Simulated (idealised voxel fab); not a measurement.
Process module heading - voxel capacitor over wiring
Displayed cross-section: cut, width of 240 nm, square cells sized 5 nm.
Cross-section spec: square-cell grid; bands listed top down; each band is one or more rows. It is stipulated that each band's entry specify, in nanometres, the height of the top of the band and then that of its bottom, followed by the materials of the band in left-to-right sequence, each together with its width in nanometres. A single material marked by the word "all across" is understood to fill the band from edge to edge; the word "blank" is understood to denote empty space. Measure heights from 0. That's the level where, below it, the as-received wafer is all one material. The lowest band is bottomless and extends downward; write it as in "0 -> down". Read "30->40" as a graded width: first number on top, second number at the bottom, same change between each pair of neighbouring rows. "no change" -> step changed no cross-section cell. If an empty space has no open way to the top and is at least 8 cells in size, "Trapped void list" lists it, written width x height at distance, where distance is measured from the left edge and every value is in nm. Text after the settings on a step's line: the simulator's own remark on that step. overlay nm: right-of-plan distance of the mask on a masked step; negative values mean left-of-plan. From here on the document is pairs. In a pair, the cross-section before one process step comes with the cross-section after it, and the latter goes no deeper than the lowest band that changed. What lies in between, the step and its settings, is written under the pair. A pair may be from a different run of this module on the same starting wafer than the pair above it, so it continues from that pair only where its entry headed "Ex-ante state" says so.

Ex-ante state
> 100 -> 85 | 80 nm blank / 55 nm aC / 105 nm blank
> 85 -> 75 | TiN all across
> 75 -> 70 | SiN all across
> 70 -> 65 | TiN all across
> 65 -> 45 | 80 nm SiO2 / 15 nm Ru / 145 nm SiO2
> 45 -> 40 | 80 nm SiCN / 15 nm Ru / 145 nm SiCN
> 40 -> 35 | 60 nm SiCN / 40 nm Ru / 40 nm SiCN / 40 nm Ru / 60 nm SiCN
> 35 -> 15 | 65 nm lowk / 5 nm TiN / 20 nm Cu / 5 nm TiN / 50 nm lowk / 5 nm TiN / 20 nm Cu / 5 nm TiN / 65 nm lowk
> 15 -> 10 | 65 nm SiCN / 30 nm TiN / 50 nm SiCN / 30 nm TiN / 65 nm SiCN
> 10 -> 0 | lowk all across
> 0 -> down | Si all across
> Trapped void list: none

Post-Step Snapshot
> 100 -> 85 | 80 nm blank / 55 nm aC / 105 nm blank
> 85 -> 75 | 80 nm blank / 55 nm TiN / 105 nm blank
> Heights below 75 show no change.
> Trapped void list: none
The before and after cross-sections above are linked by DIRECTIONAL_ETCH [etch materials TiN] [depth nm 10]

Ex-ante state: starting point is the after cross-section of the pair just above.

Post-Step Snapshot
> 100 -> 85 | 80 nm blank / 55 nm aC / 105 nm blank
> 85 -> 75 | 80 nm blank / 55 nm TiN / 105 nm blank
> 75 -> 70 | 80 nm blank / 55 nm SiN / 105 nm blank
> Heights below 70 show no change.
> Trapped void list: none
The before and after cross-sections above are linked by DIRECTIONAL_ETCH [etch materials SiN] [depth nm 5]

Ex-ante state: starting point is the after cross-section of the pair just above.

Post-Step Snapshot
> 85 -> 75 | 80 nm blank / 55 nm TiN / 105 nm blank
> Heights below 75 show no change.
> Trapped void list: none
The before and after cross-sections above are linked by STRIP [etch materials aC]

Ex-ante state: starting point is the after cross-section of the pair just above.

Post-Step Snapshot
> 85 -> 75 | 80 nm blank / 55 nm TiN / 105 nm blank
> 75 -> 70 | 80 nm blank / 55 nm SiN / 105 nm blank
> 70 -> 65 | 75 nm blank / 65 nm TiN / 100 nm blank
> Heights below 65 show no change.
> Trapped void list: none
The before and after cross-sections above are linked by MASKED_ETCH [tone cover] [mask id LOWER_PLATE] [width nm 65] [etch materials TiN] [depth nm 5] [overlay nm 0]

Ex-ante state: starting point is the after cross-section of the pair just above.

Post-Step Snapshot
> 100 -> 85 | SiO2 all across
> 85 -> 75 | 80 nm SiO2 / 55 nm TiN / 105 nm SiO2
> 75 -> 70 | 80 nm SiO2 / 55 nm SiN / 105 nm SiO2
> 70 -> 65 | 75 nm SiO2 / 65 nm TiN / 100 nm SiO2
> Heights below 65 show no change.
> Trapped void list: none
The before and after cross-sections above are linked by FILL_DEP [material SiO2] [thk nm 15]

Ex-ante state: starting point is the after cross-section of the pair just above.

Post-Step Snapshot
> 95 -> 85 | SiO2 all across
> Heights below 85 show no change.
> Trapped void list: none
The before and after cross-sections above are linked by CMP [height nm 95]

Ex-ante state: starting point is the after cross-section of the pair just above.

Post-Step Snapshot
> 95 -> 85 | 90 nm SiO2 / 15 nm blank / 135 nm SiO2
> Heights below 85 show no change.
> Trapped void list: none
The before and after cross-sections above are linked by MASKED_ETCH [tone open] [mask id PLUG_2] [width nm 15] [etch materials SiO2] [depth nm 10] [overlay nm 0]

Ex-ante state: starting point is the after cross-section of the pair just above.

Post-Step Snapshot
> 100 -> 95 | 95 nm TiN / 5 nm blank / 140 nm TiN
> 95 -> 90 | 90 nm SiO2 / 5 nm TiN / 5 nm blank / 5 nm TiN / 135 nm SiO2
> 90 -> 85 | 90 nm SiO2 / 15 nm TiN / 135 nm SiO2
> Heights below 85 show no change.
> Trapped void list: none
The before and after cross-sections above are linked by CONFORMAL_DEP [material TiN] [thk nm 5]

Ex-ante state: starting point is the after cross-section of the pair just above.

Post-Step Snapshot
> 105 -> 100 | Ru all across
> 100 -> 95 | 95 nm TiN / 5 nm Ru / 140 nm TiN
> 95 -> 90 | 90 nm SiO2 / 5 nm TiN / 5 nm Ru / 5 nm TiN / 135 nm SiO2
> Heights below 90 show no change.
> Trapped void list: none
The before and after cross-sections above are linked by FILL_DEP [material Ru] [thk nm 5]

Ex-ante state: starting point is the after cross-section of the pair just above.

Post-Step Snapshot
> 95 -> 90 | 90 nm SiO2 / 5 nm TiN / 5 nm Ru / 5 nm TiN / 135 nm SiO2
> Heights below 90 show no change.
> Trapped void list: none
The before and after cross-sections above are linked by CMP [height nm 95]

Ex-ante state: starting point is the after cross-section of the pair just above.

Post-Step Snapshot
> 100 -> 95 | SiN all across
> Heights below 95 show no change.
> Trapped void list: none
The before and after cross-sections above are linked by CONFORMAL_DEP [material SiN] [thk nm 5]

Ex-ante state
> 95 -> 85 | SiO2 all across
> 85 -> 75 | 80 nm SiO2 / 55 nm TiN / 105 nm SiO2
> 75 -> 70 | 80 nm SiO2 / 55 nm SiN / 105 nm SiO2
> 70 -> 65 | 75 nm SiO2 / 65 nm TiN / 100 nm SiO2
> 65 -> 45 | 80 nm SiO2 / 15 nm Ru / 145 nm SiO2
> 45 -> 40 | 80 nm SiCN / 15 nm Ru / 145 nm SiCN
> 40 -> 35 | 60 nm SiCN / 40 nm Ru / 40 nm SiCN / 40 nm Ru / 60 nm SiCN
> 35 -> 15 | 65 nm lowk / 5 nm TiN / 20 nm Cu / 5 nm TiN / 50 nm lowk / 5 nm TiN / 20 nm Cu / 5 nm TiN / 65 nm lowk
> 15 -> 10 | 65 nm SiCN / 30 nm TiN / 50 nm SiCN / 30 nm TiN / 65 nm SiCN
> 10 -> 0 | SiO2 all across
> 0 -> down | Si all across
> Trapped void list: none

Post-Step Snapshot
> 95 -> 85 | 90 nm blank / 15 nm SiO2 / 135 nm blank
> Heights below 85 show no change.
> Trapped void list: none
The before and after cross-sections above are linked by MASKED_ETCH [tone cover] [mask id PLUG_2] [width nm 15] [etch materials SiO2] [depth nm 10] [overlay nm 0]

Ex-ante state: starting point is the after cross-section of the pair just above.

Post-Step Snapshot
> 100 -> 95 | 85 nm blank / 25 nm TiN / 130 nm blank
> 95 -> 90 | 85 nm blank / 5 nm TiN / 15 nm SiO2 / 5 nm TiN / 130 nm blank
> 90 -> 85 | 90 nm TiN / 15 nm SiO2 / 135 nm TiN
> Heights below 85 show no change.
> Trapped void list: none
The before and after cross-sections above are linked by CONFORMAL_DEP [material TiN] [thk nm 5]

Ex-ante state: starting point is the after cross-section of the pair just above.

Post-Step Snapshot
> 105 -> 100 | Ru all across
> 100 -> 95 | 85 nm Ru / 25 nm TiN / 130 nm Ru
> 95 -> 90 | 85 nm Ru / 5 nm TiN / 15 nm SiO2 / 5 nm TiN / 130 nm Ru
> Heights below 90 show no change.
> Trapped void list: none
The before and after cross-sections above are linked by FILL_DEP [material Ru] [thk nm 5]

Ex-ante state: starting point is the after cross-section of the pair just above.

Post-Step Snapshot
> 95 -> 90 | 85 nm Ru / 5 nm TiN / 15 nm SiO2 / 5 nm TiN / 130 nm Ru
> Heights below 90 show no change.
> Trapped void list: none
The before and after cross-sections above are linked by CMP [height nm 95]

Ex-ante state: starting point is the after cross-section of the pair just above.

Post-Step Snapshot
> 100 -> 95 | SiN all across
> Heights below 95 show no change.
> Trapped void list: none
The before and after cross-sections above are linked by CONFORMAL_DEP [material SiN] [thk nm 5]
